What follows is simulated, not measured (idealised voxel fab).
process module | voxel self aligned vias
cross-section cut | 200 nm wide | cells 5 nm
A cross-section is a grid of square cells, given in bands from the top down. A band is one or more rows of cells.
Each band's line starts with the height of the band's top and of its bottom, in nm. Then come its materials from left to right, each with its width in nm. One material with "throughout" fills the band from edge to edge. "air" is empty space.
Height 0 is the level under which the wafer as received is all one material. The lowest band goes on downwards, as in "0 down".
A width such as "30 to 40" changes by the same amount from each row of cells to the next, from the band's top row to its bottom row.
"no change" after a step means that no cell of the cross-section changed.
closed voids: empty space of 8 cells or more with no open way to the top, each as width x height at its distance from the left edge, in nm
after a step's settings: what the simulator itself notes on the step
overlay nm, on a step with a mask: how far to the right of its planned place the mask lay; to the left if negative
plan
1 op RECEIVE | material Si
2 op CONFORMAL_DEP | material SiO2 | thk nm 15
3 op CONFORMAL_DEP | material SiCN | thk nm 5
4 op DIRECTIONAL_DEP | material lowk | thk nm 20
5 op PATTERN | tone open | mask id LINES | material resist | width nm 20 | pitch nm 45 | thk nm 20 | overlay nm 0
6 op DIRECTIONAL_ETCH | etch materials lowk | depth nm 20
7 op STRIP | etch materials resist
8 op CONFORMAL_DEP | material TiN | thk nm 5
9 op FILL_DEP | material Ru | thk nm 10
10 op CMP | height nm 40
11 op SELECTIVE_ETCH | etch materials W Ru TiN | depth nm 10
12 op FILL_DEP | material SiN | thk nm 10
13 op CMP | height nm 40
14 op DIRECTIONAL_DEP | material lowk | thk nm 15
15 op MASKED_ETCH | tone open | mask id VIAS | width nm 30 | pitch nm 90 | etch materials lowk | depth nm 15 | overlay nm 0
16 op MASKED_ETCH | tone open | mask id VIAS | width nm 30 | pitch nm 90 | etch materials SiN | depth nm 10 | overlay nm 0
17 op CONFORMAL_DEP | material TiN | thk nm 5
18 op FILL_DEP | material Ru | thk nm 5
19 op CMP | height nm 55
20 op CONFORMAL_DEP | material SiN | thk nm 5
first wafer, as planned
as received, after step 1
  0 down: Si throughout
  closed voids: none
after step 2
  15 to 0: SiO2 throughout
  below 0: unchanged
after step 3
  20 to 15: SiCN throughout
  below 15: unchanged
after step 4
  40 to 20: lowk throughout
  below 20: unchanged
after step 5
  60 to 40: resist 45 | air 20 | resist 25 | air 20 | resist 25 | air 20 | resist 45
  below 40: unchanged
after step 6
  60 to 40: resist 45 | air 20 | resist 25 | air 20 | resist 25 | air 20 | resist 45
  40 to 20: lowk 45 | air 20 | lowk 25 | air 20 | lowk 25 | air 20 | lowk 45
  below 20: unchanged
after step 7
  40 to 20: lowk 45 | air 20 | lowk 25 | air 20 | lowk 25 | air 20 | lowk 45
  below 20: unchanged
after step 8
  45 to 40: TiN 50 | air 10 | TiN 35 | air 10 | TiN 35 | air 10 | TiN 50
  40 to 25: lowk 45 | TiN 5 | air 10 | TiN 5 | lowk 25 | TiN 5 | air 10 | TiN 5 | lowk 25 | TiN 5 | air 10 | TiN 5 | lowk 45
  25 to 20: lowk 45 | TiN 20 | lowk 25 | TiN 20 | lowk 25 | TiN 20 | lowk 45
  below 20: unchanged
after step 9
  55 to 45: Ru throughout
  45 to 40: TiN 50 | Ru 10 | TiN 35 | Ru 10 | TiN 35 | Ru 10 | TiN 50
  40 to 25: lowk 45 | TiN 5 | Ru 10 | TiN 5 | lowk 25 | TiN 5 | Ru 10 | TiN 5 | lowk 25 | TiN 5 | Ru 10 | TiN 5 | lowk 45
  below 25: unchanged
after step 10
  40 to 25: lowk 45 | TiN 5 | Ru 10 | TiN 5 | lowk 25 | TiN 5 | Ru 10 | TiN 5 | lowk 25 | TiN 5 | Ru 10 | TiN 5 | lowk 45
  below 25: unchanged
after step 11
  40 to 30: lowk 45 | air 20 | lowk 25 | air 20 | lowk 25 | air 20 | lowk 45
  below 30: unchanged
after step 12
  50 to 40: SiN throughout
  40 to 30: lowk 45 | SiN 20 | lowk 25 | SiN 20 | lowk 25 | SiN 20 | lowk 45
  below 30: unchanged
after step 13
  40 to 30: lowk 45 | SiN 20 | lowk 25 | SiN 20 | lowk 25 | SiN 20 | lowk 45
  below 30: unchanged
after step 14
  55 to 40: lowk throughout
  below 40: unchanged
after step 15
  55 to 40: lowk 40 | air 30 | lowk 60 | air 30 | lowk 40
  below 40: unchanged
after step 16
  55 to 40: lowk 40 | air 30 | lowk 60 | air 30 | lowk 40
  40 to 30: lowk 45 | air 20 | lowk 25 | SiN 20 | lowk 25 | air 20 | lowk 45
  below 30: unchanged
after step 17
  60 to 55: TiN 45 | air 20 | TiN 70 | air 20 | TiN 45
  55 to 45: lowk 40 | TiN 5 | air 20 | TiN 5 | lowk 60 | TiN 5 | air 20 | TiN 5 | lowk 40
  45 to 40: lowk 40 | TiN 10 | air 10 | TiN 10 | lowk 60 | TiN 10 | air 10 | TiN 10 | lowk 40
  40 to 35: lowk 45 | TiN 5 | air 10 | TiN 5 | lowk 25 | SiN 20 | lowk 25 | TiN 5 | air 10 | TiN 5 | lowk 45
  35 to 30: lowk 45 | TiN 20 | lowk 25 | SiN 20 | lowk 25 | TiN 20 | lowk 45
  below 30: unchanged
after step 18
  65 to 60: Ru throughout
  60 to 55: TiN 45 | Ru 20 | TiN 70 | Ru 20 | TiN 45
  55 to 45: lowk 40 | TiN 5 | Ru 20 | TiN 5 | lowk 60 | TiN 5 | Ru 20 | TiN 5 | lowk 40
  45 to 40: lowk 40 | TiN 10 | Ru 10 | TiN 10 | lowk 60 | TiN 10 | Ru 10 | TiN 10 | lowk 40
  40 to 35: lowk 45 | TiN 5 | Ru 10 | TiN 5 | lowk 25 | SiN 20 | lowk 25 | TiN 5 | Ru 10 | TiN 5 | lowk 45
  below 35: unchanged
after step 19
  55 to 45: lowk 40 | TiN 5 | Ru 20 | TiN 5 | lowk 60 | TiN 5 | Ru 20 | TiN 5 | lowk 40
  below 45: unchanged
after step 20
  60 to 55: SiN throughout
  below 55: unchanged
second wafer: like start, like plan, one mistake. Through step 1 it matches the first wafer
when step 2 should have ended
  30 to 0: SiO2 throughout
  below 0: unchanged
when step 3 should have ended
  35 to 30: SiCN throughout
  below 30: unchanged
when step 4 should have ended
  55 to 35: lowk throughout
  below 35: unchanged
when step 5 should have ended
  75 to 55: resist 45 | air 20 | resist 25 | air 20 | resist 25 | air 20 | resist 45
  below 55: unchanged
when step 6 should have ended
  75 to 55: resist 45 | air 20 | resist 25 | air 20 | resist 25 | air 20 | resist 45
  55 to 35: lowk 45 | air 20 | lowk 25 | air 20 | lowk 25 | air 20 | lowk 45
  below 35: unchanged
when step 7 should have ended
  55 to 35: lowk 45 | air 20 | lowk 25 | air 20 | lowk 25 | air 20 | lowk 45
  below 35: unchanged
when step 8 should have ended
  60 to 55: TiN 50 | air 10 | TiN 35 | air 10 | TiN 35 | air 10 | TiN 50
  55 to 40: lowk 45 | TiN 5 | air 10 | TiN 5 | lowk 25 | TiN 5 | air 10 | TiN 5 | lowk 25 | TiN 5 | air 10 | TiN 5 | lowk 45
  40 to 35: lowk 45 | TiN 20 | lowk 25 | TiN 20 | lowk 25 | TiN 20 | lowk 45
  below 35: unchanged
when step 9 should have ended
  70 to 60: Ru throughout
  60 to 55: TiN 50 | Ru 10 | TiN 35 | Ru 10 | TiN 35 | Ru 10 | TiN 50
  55 to 40: lowk 45 | TiN 5 | Ru 10 | TiN 5 | lowk 25 | TiN 5 | Ru 10 | TiN 5 | lowk 25 | TiN 5 | Ru 10 | TiN 5 | lowk 45
  below 40: unchanged
when step 10 should have ended
  40 to 35: lowk 45 | TiN 20 | lowk 25 | TiN 20 | lowk 25 | TiN 20 | lowk 45
  below 35: unchanged
when step 11 should have ended
  40 to 35: lowk 45 | air 20 | lowk 25 | air 20 | lowk 25 | air 20 | lowk 45
  below 35: unchanged
when step 12 should have ended
  50 to 40: SiN throughout
  40 to 35: lowk 45 | SiN 20 | lowk 25 | SiN 20 | lowk 25 | SiN 20 | lowk 45
  below 35: unchanged
when step 13 should have ended
  40 to 35: lowk 45 | SiN 20 | lowk 25 | SiN 20 | lowk 25 | SiN 20 | lowk 45
  below 35: unchanged
when step 14 should have ended
  55 to 40: lowk throughout
  below 40: unchanged
when step 15 should have ended
  55 to 40: lowk 40 | air 30 | lowk 60 | air 30 | lowk 40
  below 40: unchanged
when step 16 should have ended
  55 to 40: lowk 40 | air 30 | lowk 60 | air 30 | lowk 40
  40 to 35: lowk 45 | air 20 | lowk 25 | SiN 20 | lowk 25 | air 20 | lowk 45
  below 35: unchanged
when step 17 should have ended
  60 to 55: TiN 45 | air 20 | TiN 70 | air 20 | TiN 45
  55 to 45: lowk 40 | TiN 5 | air 20 | TiN 5 | lowk 60 | TiN 5 | air 20 | TiN 5 | lowk 40
  45 to 40: lowk 40 | TiN 10 | air 10 | TiN 10 | lowk 60 | TiN 10 | air 10 | TiN 10 | lowk 40
  40 to 35: lowk 45 | TiN 20 | lowk 25 | SiN 20 | lowk 25 | TiN 20 | lowk 45
  below 35: unchanged
when step 18 should have ended
  65 to 60: Ru throughout
  60 to 55: TiN 45 | Ru 20 | TiN 70 | Ru 20 | TiN 45
  55 to 45: lowk 40 | TiN 5 | Ru 20 | TiN 5 | lowk 60 | TiN 5 | Ru 20 | TiN 5 | lowk 40
  45 to 40: lowk 40 | TiN 10 | Ru 10 | TiN 10 | lowk 60 | TiN 10 | Ru 10 | TiN 10 | lowk 40
  below 40: unchanged
when step 19 should have ended
  55 to 45: lowk 40 | TiN 5 | Ru 20 | TiN 5 | lowk 60 | TiN 5 | Ru 20 | TiN 5 | lowk 40
  below 45: unchanged
when step 20 should have ended
  60 to 55: SiN throughout
  below 55: unchanged
what went wrong: step 2 was run twice
at the end the second wafer has, in cells: 10 fewer of Ru | 4 fewer of SiN | 120 more of SiO2 | 22 fewer of TiN | 84 fewer of lowk
